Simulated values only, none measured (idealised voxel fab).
The name of this process module is voxel wiring stack.
The cross-section on display is named cut; it measures 265 nm wide, and its cells are 5 nm squares.
We lay out every cross-section as a grid of square cells and spell it out in bands from the top down, where one band means one or more rows of cells.
Heads up on the band format: heights come first, top then bottom, in nm. After that it's the materials left to right, each with its width in nm. A single material flagged "edge to edge" fills the whole band edge to edge, and "empty" means there's empty space there.
Convention: height 0 is the level below which the wafer, as received, is all one material. The lowest band does not terminate at the bottom but continues downward, represented as "0 down".
Width spec "30 to 40" -> top row of cells at first value, bottom row at second value, equal per-row change in between.
Step note "remained unchanged" = no cross-section cell changed.
So "Catalogued sealed voids" is basically the list of trapped voids: any empty space of 8 cells or more that can't reach the top through an opening. They're written width x height at distance, the distance being from the left edge, and it's all nm.
It should be noted that, on the line of a given step, the content following the step's settings is a remark produced by the simulator itself with respect to that step.
You can add "overlay nm" to a step's line. For a step with a mask, it describes how far the mask lay to the right of its planned position, and a negative number describes a lay to the left.
In what follows, pairs of cross-sections are presented, each taken before and after one process step, with the after cross-section shown only down to the lowest band that was altered; the step, together with its settings, is stated below the pair. The pairs may stem from different runs of this module on the same starting wafer; accordingly, a pair should be taken as continuing from the one above it solely where its entry headed "Pre-step cross-section" indicates as much.
Pre-step cross-section
    75 to 50  55 lowk, 20 empty, 25 lowk, 20 empty, 25 lowk, 20 empty, 25 lowk, 20 empty, 55 lowk
    50 to 45  lowk edge to edge
    45 to 40  SiCN edge to edge
    40 to 15  55 lowk, 5 TiN, 10 Cu, 5 TiN, 25 lowk, 5 TiN, 10 Cu, 5 TiN, 25 lowk, 5 TiN, 10 Cu, 5 TiN, 25 lowk, 5 TiN, 10 Cu, 5 TiN, 55 lowk
    15 to 10  55 SiCN, 20 TiN, 25 SiCN, 20 TiN, 25 SiCN, 20 TiN, 25 SiCN, 20 TiN, 55 SiCN
    10 to 0  SiO2 edge to edge
    0 down  Si edge to edge
    Catalogued sealed voids: none
Section, Post-Step
    85 to 75  55 aC, 20 empty, 25 aC, 20 empty, 25 aC, 20 empty, 25 aC, 20 empty, 55 aC
    75 to 60  55 lowk, 20 empty, 25 lowk, 20 empty, 25 lowk, 20 empty, 25 lowk, 20 empty, 55 lowk
    60 to 50  55 lowk, 20 aC, 25 lowk, 20 aC, 25 lowk, 20 aC, 25 lowk, 20 aC, 55 lowk
    below 50: unchanged
    Catalogued sealed voids: none
Relating the two cross-sections above, the step in between is DIRECTIONAL_DEP (material aC; thk nm 10)
Pre-step cross-section: the state before this step is the cross-section shown after the step in the pair just above.
Section, Post-Step
    115 to 85  55 resist, 15 empty, 30 resist, 15 empty, 30 resist, 15 empty, 30 resist, 15 empty, 60 resist
    85 to 75  55 aC, 15 empty, 5 resist, 25 aC, 15 empty, 5 resist, 25 aC, 15 empty, 5 resist, 25 aC, 15 empty, 5 resist, 55 aC
    75 to 60  55 lowk, 15 empty, 5 resist, 25 lowk, 15 empty, 5 resist, 25 lowk, 15 empty, 5 resist, 25 lowk, 15 empty, 5 resist, 55 lowk
    below 60: unchanged
    Catalogued sealed voids: none
Relating the two cross-sections above, the step in between is PATTERN (tone open; mask id METAL_2_HOLES; material resist; width nm 15; pitch nm 45; thk nm 30; overlay nm 0)
Pre-step cross-section: the state before this step is the cross-section shown after the step in the pair just above.
Section, Post-Step
    105 to 85  55 resist, 15 empty, 30 resist, 15 empty, 30 resist, 15 empty, 30 resist, 15 empty, 60 resist
    85 to 75  55 aC, 15 empty, 5 resist, 25 aC, 15 empty, 5 resist, 25 aC, 15 empty, 5 resist, 25 aC, 15 empty, 5 resist, 55 aC
    75 to 60  55 lowk, 15 empty, 5 resist, 25 lowk, 15 empty, 5 resist, 25 lowk, 15 empty, 5 resist, 25 lowk, 15 empty, 5 resist, 55 lowk
    60 to 50  55 lowk, 15 empty, 5 aC, 25 lowk, 15 empty, 5 aC, 25 lowk, 15 empty, 5 aC, 25 lowk, 15 empty, 5 aC, 55 lowk
    below 50: unchanged
    Catalogued sealed voids: none
Relating the two cross-sections above, the step in between is DIRECTIONAL_ETCH (etch materials aC; depth nm 10)
Pre-step cross-section: the state before this step is the cross-section shown after the step in the pair just above.
Section, Post-Step
    85 to 75  55 aC, 20 empty, 25 aC, 20 empty, 25 aC, 20 empty, 25 aC, 20 empty, 55 aC
    75 to 60  55 lowk, 20 empty, 25 lowk, 20 empty, 25 lowk, 20 empty, 25 lowk, 20 empty, 55 lowk
    below 60: unchanged
    Catalogued sealed voids: none
Relating the two cross-sections above, the step in between is STRIP (etch materials resist)
Pre-step cross-section: the state before this step is the cross-section shown after the step in the pair just above.
Section, Post-Step
    85 to 75  55 aC, 20 empty, 25 aC, 20 empty, 25 aC, 20 empty, 25 aC, 20 empty, 55 aC
    75 to 60  55 lowk, 20 empty, 25 lowk, 20 empty, 25 lowk, 20 empty, 25 lowk, 20 empty, 55 lowk
    60 to 50  55 lowk, 15 empty, 5 aC, 25 lowk, 15 empty, 5 aC, 25 lowk, 15 empty, 5 aC, 25 lowk, 15 empty, 5 aC, 55 lowk
    50 to 45  55 lowk, 15 empty, 30 lowk, 15 empty, 30 lowk, 15 empty, 30 lowk, 15 empty, 60 lowk
    below 45: unchanged
    Catalogued sealed voids: none
Relating the two cross-sections above, the step in between is DIRECTIONAL_ETCH (etch materials lowk; depth nm 15)
Pre-step cross-section: the state before this step is the cross-section shown after the step in the pair just above.
Section, Post-Step
    85 to 75  55 aC, 20 empty, 25 aC, 20 empty, 25 aC, 20 empty, 25 aC, 20 empty, 55 aC
    75 to 60  55 lowk, 20 empty, 25 lowk, 20 empty, 25 lowk, 20 empty, 25 lowk, 20 empty, 55 lowk
    60 to 50  55 lowk, 15 empty, 5 aC, 25 lowk, 15 empty, 5 aC, 25 lowk, 15 empty, 5 aC, 25 lowk, 15 empty, 5 aC, 55 lowk
    50 to 45  55 lowk, 15 empty, 30 lowk, 15 empty, 30 lowk, 15 empty, 30 lowk, 15 empty, 60 lowk
    45 to 40  55 SiCN, 15 empty, 30 SiCN, 15 empty, 30 SiCN, 15 empty, 30 SiCN, 15 empty, 60 SiCN
    below 40: unchanged
    Catalogued sealed voids: none
Relating the two cross-sections above, the step in between is DIRECTIONAL_ETCH (etch materials SiCN; depth nm 5)
Pre-step cross-section: the state before this step is the cross-section shown after the step in the pair just above.
Section, Post-Step
    75 to 50  55 lowk, 20 empty, 25 lowk, 20 empty, 25 lowk, 20 empty, 25 lowk, 20 empty, 55 lowk
    below 50: unchanged
    Catalogued sealed voids: none
Relating the two cross-sections above, the step in between is STRIP (etch materials aC)
Pre-step cross-section: the state before this step is the cross-section shown after the step in the pair just above.
Section, Post-Step
    80 to 75  60 TiN, 10 empty, 35 TiN, 10 empty, 35 TiN, 10 empty, 35 TiN, 10 empty, 60 TiN
    75 to 55  55 lowk, 5 TiN, 10 empty, 5 TiN, 25 lowk, 5 TiN, 10 empty, 5 TiN, 25 lowk, 5 TiN, 10 empty, 5 TiN, 25 lowk, 5 TiN, 10 empty, 5 TiN, 55 lowk
    55 to 45  55 lowk, 5 TiN, 5 empty, 10 to 5 TiN, 25 to 30 lowk, 5 TiN, 5 empty, 10 to 5 TiN, 25 to 30 lowk, 5 TiN, 5 empty, 10 to 5 TiN, 25 to 30 lowk, 5 TiN, 5 empty, 10 to 5 TiN, 55 to 60 lowk
    45 to 40  55 SiCN, 15 TiN, 30 SiCN, 15 TiN, 30 SiCN, 15 TiN, 30 SiCN, 15 TiN, 60 SiCN
    below 40: unchanged
    Catalogued sealed voids: none
Relating the two cross-sections above, the step in between is CONFORMAL_DEP (material TiN; thk nm 5)
Pre-step cross-section: the state before this step is the cross-section shown after the step in the pair just above.
Section, Post-Step
    90 to 80  Cu edge to edge
    80 to 75  60 TiN, 10 Cu, 35 TiN, 10 Cu, 35 TiN, 10 Cu, 35 TiN, 10 Cu, 60 TiN
    75 to 55  55 lowk, 5 TiN, 10 Cu, 5 TiN, 25 lowk, 5 TiN, 10 Cu, 5 TiN, 25 lowk, 5 TiN, 10 Cu, 5 TiN, 25 lowk, 5 TiN, 10 Cu, 5 TiN, 55 lowk
    55 to 45  55 lowk, 5 TiN, 5 Cu, 10 to 5 TiN, 25 to 30 lowk, 5 TiN, 5 Cu, 10 to 5 TiN, 25 to 30 lowk, 5 TiN, 5 Cu, 10 to 5 TiN, 25 to 30 lowk, 5 TiN, 5 Cu, 10 to 5 TiN, 55 to 60 lowk
    below 45: unchanged
    Catalogued sealed voids: none
Relating the two cross-sections above, the step in between is FILL_DEP (material Cu; thk nm 10)
Pre-step cross-section: the state before this step is the cross-section shown after the step in the pair just above.
Section, Post-Step
    75 to 55  55 lowk, 5 TiN, 10 Cu, 5 TiN, 25 lowk, 5 TiN, 10 Cu, 5 TiN, 25 lowk, 5 TiN, 10 Cu, 5 TiN, 25 lowk, 5 TiN, 10 Cu, 5 TiN, 55 lowk
    below 55: unchanged
    Catalogued sealed voids: none
Relating the two cross-sections above, the step in between is CMP (height nm 75)
Pre-step cross-section: the state before this step is the cross-section shown after the step in the pair just above.
Section, Post-Step
    80 to 75  SiCN edge to edge
    below 75: unchanged
    Catalogued sealed voids: none
Relating the two cross-sections above, the step in between is CONFORMAL_DEP (material SiCN; thk nm 5)
Pre-step cross-section: the state before this step is the cross-section shown after the step in the pair just above.
Section, Post-Step
    95 to 80  SiO2 edge to edge
    below 80: unchanged
    Catalogued sealed voids: none
Relating the two cross-sections above, the step in between is DIRECTIONAL_DEP (material SiO2; thk nm 15)
Pre-step cross-section: the state before this step is the cross-section shown after the step in the pair just above.
Section, Post-Step
    110 to 95  aC edge to edge
    below 95: unchanged
    Catalogued sealed voids: none
Relating the two cross-sections above, the step in between is DIRECTIONAL_DEP (material aC; thk nm 15)
Pre-step cross-section: the state before this step is the cross-section shown after the step in the pair just above.
Section, Post-Step
    145 to 110  55 resist, 15 empty, 75 resist, 15 empty, 105 resist
    below 110: unchanged
    Catalogued sealed voids: none
Relating the two cross-sections above, the step in between is PATTERN (tone open; mask id PLUG_2; material resist; width nm 15; pitch nm 90; thk nm 35; overlay nm 0)
Pre-step cross-section: the state before this step is the cross-section shown after the step in the pair just above.
Section, Post-Step
    130 to 110  55 resist, 15 empty, 75 resist, 15 empty, 105 resist
    110 to 95  55 aC, 15 empty, 75 aC, 15 empty, 105 aC
    below 95: unchanged
    Catalogued sealed voids: none
Relating the two cross-sections above, the step in between is DIRECTIONAL_ETCH (etch materials aC; depth nm 15)
Pre-step cross-section: the state before this step is the cross-section shown after the step in the pair just above.
Section, Post-Step
    110 to 95  55 aC, 15 empty, 75 aC, 15 empty, 105 aC
    below 95: unchanged
    Catalogued sealed voids: none
Relating the two cross-sections above, the step in between is STRIP (etch materials resist)
Pre-step cross-section: the state before this step is the cross-section shown after the step in the pair just above.
Section, Post-Step
    110 to 95  55 aC, 15 empty, 75 aC, 15 empty, 105 aC
    95 to 80  55 SiO2, 15 empty, 75 SiO2, 15 empty, 105 SiO2
    below 80: unchanged
    Catalogued sealed voids: none
Relating the two cross-sections above, the step in between is DIRECTIONAL_ETCH (etch materials SiO2; depth nm 15)
Pre-step cross-section: the state before this step is the cross-section shown after the step in the pair just above.
Section, Post-Step
    110 to 95  55 aC, 15 empty, 75 aC, 15 empty, 105 aC
    95 to 80  55 SiO2, 15 empty, 75 SiO2, 15 empty, 105 SiO2
    80 to 75  55 SiCN, 15 empty, 75 SiCN, 15 empty, 105 SiCN
    below 75: unchanged
    Catalogued sealed voids: none
Relating the two cross-sections above, the step in between is DIRECTIONAL_ETCH (etch materials SiCN; depth nm 5)
Pre-step cross-section: the state before this step is the cross-section shown after the step in the pair just above.
Section, Post-Step
    95 to 80  55 SiO2, 15 empty, 75 SiO2, 15 empty, 105 SiO2
    below 80: unchanged
    Catalogued sealed voids: none
Relating the two cross-sections above, the step in between is STRIP (etch materials aC)
Pre-step cross-section: the state before this step is the cross-section shown after the step in the pair just above.
Section, Post-Step
    95 to 85  55 SiO2, 15 empty, 75 SiO2, 15 empty, 105 SiO2
    85 to 80  55 SiO2, 15 Ru, 75 SiO2, 15 Ru, 105 SiO2
    80 to 75  55 SiCN, 15 Ru, 75 SiCN, 15 Ru, 105 SiCN
    below 75: unchanged
    Catalogued sealed voids: none
Relating the two cross-sections above, the step in between is EPI (material Ru; thk nm 10)
Pre-step cross-section: the state before this step is the cross-section shown after the step in the pair just above.
Section, Post-Step
    95 to 80  55 SiO2, 15 Ru, 75 SiO2, 15 Ru, 105 SiO2
    below 80: unchanged
    Catalogued sealed voids: none
Relating the two cross-sections above, the step in between is EPI (material Ru; thk nm 10)
Pre-step cross-section: the state before this step is the cross-section shown after the step in the pair just above.
Section, Post-Step
    100 to 95  TiN edge to edge
    below 95: unchanged
    Catalogued sealed voids: none
Relating the two cross-sections above, the step in between is DIRECTIONAL_DEP (material TiN; thk nm 5)
Pre-step cross-section: the state before this step is the cross-section shown after the step in the pair just above.
Section, Post-Step
    125 to 100  Ru edge to edge
    below 100: unchanged
    Catalogued sealed voids: none
Relating the two cross-sections above, the step in between is DIRECTIONAL_DEP (material Ru; thk nm 25)
Pre-step cross-section: the state before this step is the cross-section shown after the step in the pair just above.
Section, Post-Step
    125 to 100  55 empty, 20 Ru, 25 empty, 20 Ru, 25 empty, 20 Ru, 25 empty, 20 Ru, 55 empty
    below 100: unchanged
    Catalogued sealed voids: none
Relating the two cross-sections above, the step in between is MASKED_ETCH (tone cover; mask id METAL_3; width nm 20; pitch nm 45; etch materials Ru; depth nm 25; overlay nm 0)
Pre-step cross-section: the state before this step is the cross-section shown after the step in the pair just above.
Section, Post-Step
    125 to 100  55 empty, 20 Ru, 25 empty, 20 Ru, 25 empty, 20 Ru, 25 empty, 20 Ru, 55 empty
    100 to 95  55 empty, 20 TiN, 25 empty, 20 TiN, 25 empty, 20 TiN, 25 empty, 20 TiN, 55 empty
    below 95: unchanged
    Catalogued sealed voids: none
Relating the two cross-sections above, the step in between is MASKED_ETCH (tone cover; mask id METAL_3; width nm 20; pitch nm 45; etch materials TiN; depth nm 5; overlay nm 0)
Pre-step cross-section: the state before this step is the cross-section shown after the step in the pair just above.
Section, Post-Step
    135 to 125  SiO2 edge to edge
    125 to 100  55 SiO2, 20 Ru, 25 SiO2, 20 Ru, 25 SiO2, 20 Ru, 25 SiO2, 20 Ru, 55 SiO2
    100 to 95  55 SiO2, 20 TiN, 25 SiO2, 20 TiN, 25 SiO2, 20 TiN, 25 SiO2, 20 TiN, 55 SiO2
    below 95: unchanged
    Catalogued sealed voids: none
Relating the two cross-sections above, the step in between is FILL_DEP (material SiO2; thk nm 10)
Pre-step cross-section: the state before this step is the cross-section shown after the step in the pair just above.
Section, Post-Step
    125 to 100  55 SiO2, 20 Ru, 25 SiO2, 20 Ru, 25 SiO2, 20 Ru, 25 SiO2, 20 Ru, 55 SiO2
    below 100: unchanged
    Catalogued sealed voids: none
Relating the two cross-sections above, the step in between is CMP (height nm 125)
Pre-step cross-section: the state before this step is the cross-section shown after the step in the pair just above.
Section, Post-Step
    130 to 125  SiCN edge to edge
    below 125: unchanged
    Catalogued sealed voids: none
Relating the two cross-sections above, the step in between is CONFORMAL_DEP (material SiCN; thk nm 5)
Pre-step cross-section: the state before this step is the cross-section shown after the step in the pair just above.
Section, Post-Step
    155 to 130  lowk edge to edge
    below 130: unchanged
    Catalogued sealed voids: none
Relating the two cross-sections above, the step in between is DIRECTIONAL_DEP (material lowk; thk nm 25)
Pre-step cross-section: the state before this step is the cross-section shown after the step in the pair just above.
Section, Post-Step
    155 to 130  55 lowk, 15 empty, 30 lowk, 15 empty, 30 lowk, 15 empty, 30 lowk, 15 empty, 60 lowk
    below 130: unchanged
    Catalogued sealed voids: none
Relating the two cross-sections above, the step in between is MASKED_ETCH (tone open; mask id METAL_4_HOLES; width nm 15; pitch nm 45; etch materials lowk; depth nm 25; overlay nm 0)
Pre-step cross-section: the state before this step is the cross-section shown after the step in the pair just above.
Section, Post-Step
    170 to 155  55 resist, 20 empty, 25 resist, 20 empty, 25 resist, 20 empty, 25 resist, 20 empty, 55 resist
    below 155: unchanged
    Catalogued sealed voids: none
Relating the two cross-sections above, the step in between is PATTERN (tone open; mask id METAL_4; material resist; width nm 20; pitch nm 45; thk nm 15; overlay nm 0)
Pre-step cross-section: the state before this step is the cross-section shown after the step in the pair just above.
Section, Post-Step
    170 to 155  55 resist, 20 empty, 25 resist, 20 empty, 25 resist, 20 empty, 25 resist, 20 empty, 55 resist
    155 to 140  55 lowk, 20 empty, 25 lowk, 20 empty, 25 lowk, 20 empty, 25 lowk, 20 empty, 55 lowk
    below 140: unchanged
    Catalogued sealed voids: none
Relating the two cross-sections above, the step in between is DIRECTIONAL_ETCH (etch materials lowk; depth nm 15)
Pre-step cross-section: the state before this step is the cross-section shown after the step in the pair just above.
Section, Post-Step
    170 to 155  55 resist, 20 empty, 25 resist, 20 empty, 25 resist, 20 empty, 25 resist, 20 empty, 55 resist
    155 to 140  55 lowk, 20 empty, 25 lowk, 20 empty, 25 lowk, 20 empty, 25 lowk, 20 empty, 55 lowk
    140 to 130  55 lowk, 15 empty, 30 lowk, 15 empty, 30 lowk, 15 empty, 30 lowk, 15 empty, 60 lowk
    130 to 125  55 SiCN, 15 empty, 30 SiCN, 15 empty, 30 SiCN, 15 empty, 30 SiCN, 15 empty, 60 SiCN
    below 125: unchanged
    Catalogued sealed voids: none
Relating the two cross-sections above, the step in between is DIRECTIONAL_ETCH (etch materials SiCN; depth nm 5)
Pre-step cross-section: the state before this step is the cross-section shown after the step in the pair just above.
Section, Post-Step
    155 to 140  55 lowk, 20 empty, 25 lowk, 20 empty, 25 lowk, 20 empty, 25 lowk, 20 empty, 55 lowk
    below 140: unchanged
    Catalogued sealed voids: none
Relating the two cross-sections above, the step in between is STRIP (etch materials resist)
Pre-step cross-section: the state before this step is the cross-section shown after the step in the pair just above.
Section, Post-Step
    160 to 155  60 TiN, 10 empty, 35 TiN, 10 empty, 35 TiN, 10 empty, 35 TiN, 10 empty, 60 TiN
    155 to 145  55 lowk, 5 TiN, 10 empty, 5 TiN, 25 lowk, 5 TiN, 10 empty, 5 TiN, 25 lowk, 5 TiN, 10 empty, 5 TiN, 25 lowk, 5 TiN, 10 empty, 5 TiN, 55 lowk
    145 to 140  55 lowk, 5 TiN, 5 empty, 10 TiN, 25 lowk, 5 TiN, 5 empty, 10 TiN, 25 lowk, 5 TiN, 5 empty, 10 TiN, 25 lowk, 5 TiN, 5 empty, 10 TiN, 55 lowk
    140 to 130  55 lowk, 5 TiN, 5 empty, 5 TiN, 30 lowk, 5 TiN, 5 empty, 5 TiN, 30 lowk, 5 TiN, 5 empty, 5 TiN, 30 lowk, 5 TiN, 5 empty, 5 TiN, 60 lowk
    130 to 125  55 SiCN, 15 TiN, 30 SiCN, 15 TiN, 30 SiCN, 15 TiN, 30 SiCN, 15 TiN, 60 SiCN
    below 125: unchanged
    Catalogued sealed voids: none
Relating the two cross-sections above, the step in between is CONFORMAL_DEP (material TiN; thk nm 5)
Pre-step cross-section: the state before this step is the cross-section shown after the step in the pair just above.
Section, Post-Step
    170 to 160  Cu edge to edge
    160 to 155  60 TiN, 10 Cu, 35 TiN, 10 Cu, 35 TiN, 10 Cu, 35 TiN, 10 Cu, 60 TiN
    155 to 145  55 lowk, 5 TiN, 10 Cu, 5 TiN, 25 lowk, 5 TiN, 10 Cu, 5 TiN, 25 lowk, 5 TiN, 10 Cu, 5 TiN, 25 lowk, 5 TiN, 10 Cu, 5 TiN, 55 lowk
    145 to 140  55 lowk, 5 TiN, 5 Cu, 10 TiN, 25 lowk, 5 TiN, 5 Cu, 10 TiN, 25 lowk, 5 TiN, 5 Cu, 10 TiN, 25 lowk, 5 TiN, 5 Cu, 10 TiN, 55 lowk
    140 to 130  55 lowk, 5 TiN, 5 Cu, 5 TiN, 30 lowk, 5 TiN, 5 Cu, 5 TiN, 30 lowk, 5 TiN, 5 Cu, 5 TiN, 30 lowk, 5 TiN, 5 Cu, 5 TiN, 60 lowk
    below 130: unchanged
    Catalogued sealed voids: none
Relating the two cross-sections above, the step in between is FILL_DEP (material Cu; thk nm 10)
Pre-step cross-section: the state before this step is the cross-section shown after the step in the pair just above.
Section, Post-Step
    155 to 145  55 lowk, 5 TiN, 10 Cu, 5 TiN, 25 lowk, 5 TiN, 10 Cu, 5 TiN, 25 lowk, 5 TiN, 10 Cu, 5 TiN, 25 lowk, 5 TiN, 10 Cu, 5 TiN, 55 lowk
    below 145: unchanged
    Catalogued sealed voids: none
Relating the two cross-sections above, the step in between is CMP (height nm 155)
Pre-step cross-section: the state before this step is the cross-section shown after the step in the pair just above.
Section, Post-Step
    160 to 155  SiN edge to edge
    below 155: unchanged
    Catalogued sealed voids: none
Relating the two cross-sections above, the step in between is CONFORMAL_DEP (material SiN; thk nm 5)
Pre-step cross-section
    75 to 45  lowk edge to edge
    45 to 40  SiCN edge to edge
    40 to 15  55 lowk, 5 TiN, 10 Cu, 5 TiN, 25 lowk, 5 TiN, 10 Cu, 5 TiN, 25 lowk, 5 TiN, 10 Cu, 5 TiN, 25 lowk, 5 TiN, 10 Cu, 5 TiN, 55 lowk
    15 to 10  55 SiCN, 20 TiN, 25 SiCN, 20 TiN, 25 SiCN, 20 TiN, 25 SiCN, 20 TiN, 55 SiCN
    10 to 0  SiO2 edge to edge
    0 down  Si edge to edge
    Catalogued sealed voids: none
Section, Post-Step
    75 to 60  60 lowk, 15 empty, 30 lowk, 15 empty, 30 lowk, 15 empty, 30 lowk, 15 empty, 55 lowk
    below 60: unchanged
    Catalogued sealed voids: none
Relating the two cross-sections above, the step in between is MASKED_ETCH (tone open; mask id METAL_2; width nm 15; pitch nm 45; etch materials lowk; depth nm 15; overlay nm 0)
Pre-step cross-section: the state before this step is the cross-section shown after the step in the pair just above.
Section, Post-Step
    85 to 75  60 aC, 15 empty, 30 aC, 15 empty, 30 aC, 15 empty, 30 aC, 15 empty, 55 aC
    75 to 70  60 lowk, 15 empty, 30 lowk, 15 empty, 30 lowk, 15 empty, 30 lowk, 15 empty, 55 lowk
    70 to 60  60 lowk, 15 aC, 30 lowk, 15 aC, 30 lowk, 15 aC, 30 lowk, 15 aC, 55 lowk
    below 60: unchanged
    Catalogued sealed voids: none
Relating the two cross-sections above, the step in between is DIRECTIONAL_DEP (material aC; thk nm 10)
Pre-step cross-section: the state before this step is the cross-section shown after the step in the pair just above.
Section, Post-Step
    115 to 85  55 resist, 15 empty, 30 resist, 15 empty, 30 resist, 15 empty, 30 resist, 15 empty, 60 resist
    85 to 75  60 aC, 10 empty, 5 resist, 30 aC, 10 empty, 5 resist, 30 aC, 10 empty, 5 resist, 30 aC, 10 empty, 5 resist, 55 aC
    75 to 70  60 lowk, 10 empty, 5 resist, 30 lowk, 10 empty, 5 resist, 30 lowk, 10 empty, 5 resist, 30 lowk, 10 empty, 5 resist, 55 lowk
    below 70: unchanged
    Catalogued sealed voids: none
Relating the two cross-sections above, the step in between is PATTERN (tone open; mask id METAL_2_HOLES; material resist; width nm 15; pitch nm 45; thk nm 30; overlay nm 0)
Pre-step cross-section: the state before this step is the cross-section shown after the step in the pair just above.
Section, Post-Step
    105 to 85  55 resist, 15 empty, 30 resist, 15 empty, 30 resist, 15 empty, 30 resist, 15 empty, 60 resist
    85 to 75  55 aC, 15 empty, 5 resist, 25 aC, 15 empty, 5 resist, 25 aC, 15 empty, 5 resist, 25 aC, 15 empty, 5 resist, 55 aC
    75 to 70  60 lowk, 10 empty, 5 resist, 30 lowk, 10 empty, 5 resist, 30 lowk, 10 empty, 5 resist, 30 lowk, 10 empty, 5 resist, 55 lowk
    70 to 60  60 lowk, 10 empty, 5 aC, 30 lowk, 10 empty, 5 aC, 30 lowk, 10 empty, 5 aC, 30 lowk, 10 empty, 5 aC, 55 lowk
    below 60: unchanged
    Catalogued sealed voids: none
Relating the two cross-sections above, the step in between is DIRECTIONAL_ETCH (etch materials aC; depth nm 10)
Pre-step cross-section: the state before this step is the cross-section shown after the step in the pair just above.
Section, Post-Step
    85 to 75  55 aC, 20 empty, 25 aC, 20 empty, 25 aC, 20 empty, 25 aC, 20 empty, 55 aC
    75 to 70  60 lowk, 15 empty, 30 lowk, 15 empty, 30 lowk, 15 empty, 30 lowk, 15 empty, 55 lowk
    below 70: unchanged
    Catalogued sealed voids: none
Relating the two cross-sections above, the step in between is STRIP (etch materials resist)
Pre-step cross-section: the state before this step is the cross-section shown after the step in the pair just above.
Section, Post-Step
    85 to 75  55 aC, 20 empty, 25 aC, 20 empty, 25 aC, 20 empty, 25 aC, 20 empty, 55 aC
    75 to 70  55 lowk, 20 empty, 25 lowk, 20 empty, 25 lowk, 20 empty, 25 lowk, 20 empty, 55 lowk
    70 to 60  55 lowk, 15 empty, 5 aC, 25 lowk, 15 empty, 5 aC, 25 lowk, 15 empty, 5 aC, 25 lowk, 15 empty, 5 aC, 55 lowk
    60 to 45  60 lowk, 10 empty, 35 lowk, 10 empty, 35 lowk, 10 empty, 35 lowk, 10 empty, 60 lowk
    below 45: unchanged
    Catalogued sealed voids: none
Relating the two cross-sections above, the step in between is DIRECTIONAL_ETCH (etch materials lowk; depth nm 15)
Pre-step cross-section: the state before this step is the cross-section shown after the step in the pair just above.
Section, Post-Step
    85 to 75  55 aC, 20 empty, 25 aC, 20 empty, 25 aC, 20 empty, 25 aC, 20 empty, 55 aC
    75 to 70  55 lowk, 20 empty, 25 lowk, 20 empty, 25 lowk, 20 empty, 25 lowk, 20 empty, 55 lowk
    70 to 60  55 lowk, 15 empty, 5 aC, 25 lowk, 15 empty, 5 aC, 25 lowk, 15 empty, 5 aC, 25 lowk, 15 empty, 5 aC, 55 lowk
    60 to 45  60 lowk, 10 empty, 35 lowk, 10 empty, 35 lowk, 10 empty, 35 lowk, 10 empty, 60 lowk
    45 to 40  60 SiCN, 10 empty, 35 SiCN, 10 empty, 35 SiCN, 10 empty, 35 SiCN, 10 empty, 60 SiCN
    below 40: unchanged
    Catalogued sealed voids: none
Relating the two cross-sections above, the step in between is DIRECTIONAL_ETCH (etch materials SiCN; depth nm 5)
Pre-step cross-section: the state before this step is the cross-section shown after the step in the pair just above.
Section, Post-Step
    75 to 60  55 lowk, 20 empty, 25 lowk, 20 empty, 25 lowk, 20 empty, 25 lowk, 20 empty, 55 lowk
    below 60: unchanged
    Catalogued sealed voids: none
Relating the two cross-sections above, the step in between is STRIP (etch materials aC)
Pre-step cross-section: the state before this step is the cross-section shown after the step in the pair just above.
Section, Post-Step
    80 to 75  60 TiN, 10 empty, 35 TiN, 10 empty, 35 TiN, 10 empty, 35 TiN, 10 empty, 60 TiN
    75 to 65  55 lowk, 5 TiN, 10 empty, 5 TiN, 25 lowk, 5 TiN, 10 empty, 5 TiN, 25 lowk, 5 TiN, 10 empty, 5 TiN, 25 lowk, 5 TiN, 10 empty, 5 TiN, 55 lowk
    65 to 60  55 lowk, 20 TiN, 25 lowk, 20 TiN, 25 lowk, 20 TiN, 25 lowk, 20 TiN, 55 lowk
    60 to 45  60 lowk, 10 TiN, 35 lowk, 10 TiN, 35 lowk, 10 TiN, 35 lowk, 10 TiN, 60 lowk
    45 to 40  60 SiCN, 10 TiN, 35 SiCN, 10 TiN, 35 SiCN, 10 TiN, 35 SiCN, 10 TiN, 60 SiCN
    below 40: unchanged
    Catalogued sealed voids: none
Relating the two cross-sections above, the step in between is CONFORMAL_DEP (material TiN; thk nm 5)
Pre-step cross-section: the state before this step is the cross-section shown after the step in the pair just above.
Section, Post-Step
    90 to 80  Cu edge to edge
    80 to 75  60 TiN, 10 Cu, 35 TiN, 10 Cu, 35 TiN, 10 Cu, 35 TiN, 10 Cu, 60 TiN
    75 to 65  55 lowk, 5 TiN, 10 Cu, 5 TiN, 25 lowk, 5 TiN, 10 Cu, 5 TiN, 25 lowk, 5 TiN, 10 Cu, 5 TiN, 25 lowk, 5 TiN, 10 Cu, 5 TiN, 55 lowk
    below 65: unchanged
    Catalogued sealed voids: none
Relating the two cross-sections above, the step in between is FILL_DEP (material Cu; thk nm 10)
Pre-step cross-section: the state before this step is the cross-section shown after the step in the pair just above.
Section, Post-Step
    75 to 65  55 lowk, 5 TiN, 10 Cu, 5 TiN, 25 lowk, 5 TiN, 10 Cu, 5 TiN, 25 lowk, 5 TiN, 10 Cu, 5 TiN, 25 lowk, 5 TiN, 10 Cu, 5 TiN, 55 lowk
    below 65: unchanged
    Catalogued sealed voids: none
Relating the two cross-sections above, the step in between is CMP (height nm 75)
Pre-step cross-section: the state before this step is the cross-section shown after the step in the pair just above.
Section, Post-Step
    80 to 75  SiCN edge to edge
    below 75: unchanged
    Catalogued sealed voids: none
Relating the two cross-sections above, the step in between is CONFORMAL_DEP (material SiCN; thk nm 5)
Pre-step cross-section: the state before this step is the cross-section shown after the step in the pair just above.
Section, Post-Step
    95 to 80  SiO2 edge to edge
    below 80: unchanged
    Catalogued sealed voids: none
Relating the two cross-sections above, the step in between is DIRECTIONAL_DEP (material SiO2; thk nm 15)
Pre-step cross-section: the state before this step is the cross-section shown after the step in the pair just above.
Section, Post-Step
    110 to 95  aC edge to edge
    below 95: unchanged
    Catalogued sealed voids: none
Relating the two cross-sections above, the step in between is DIRECTIONAL_DEP (material aC; thk nm 15)
Pre-step cross-section: the state before this step is the cross-section shown after the step in the pair just above.
Section, Post-Step
    145 to 110  55 resist, 15 empty, 75 resist, 15 empty, 105 resist
    below 110: unchanged
    Catalogued sealed voids: none
Relating the two cross-sections above, the step in between is PATTERN (tone open; mask id PLUG_2; material resist; width nm 15; pitch nm 90; thk nm 35; overlay nm 0)
Pre-step cross-section: the state before this step is the cross-section shown after the step in the pair just above.
Section, Post-Step
    130 to 110  55 resist, 15 empty, 75 resist, 15 empty, 105 resist
    110 to 95  55 aC, 15 empty, 75 aC, 15 empty, 105 aC
    below 95: unchanged
    Catalogued sealed voids: none
Relating the two cross-sections above, the step in between is DIRECTIONAL_ETCH (etch materials aC; depth nm 15)
Pre-step cross-section: the state before this step is the cross-section shown after the step in the pair just above.
Section, Post-Step
    110 to 95  55 aC, 15 empty, 75 aC, 15 empty, 105 aC
    below 95: unchanged
    Catalogued sealed voids: none
Relating the two cross-sections above, the step in between is STRIP (etch materials resist)
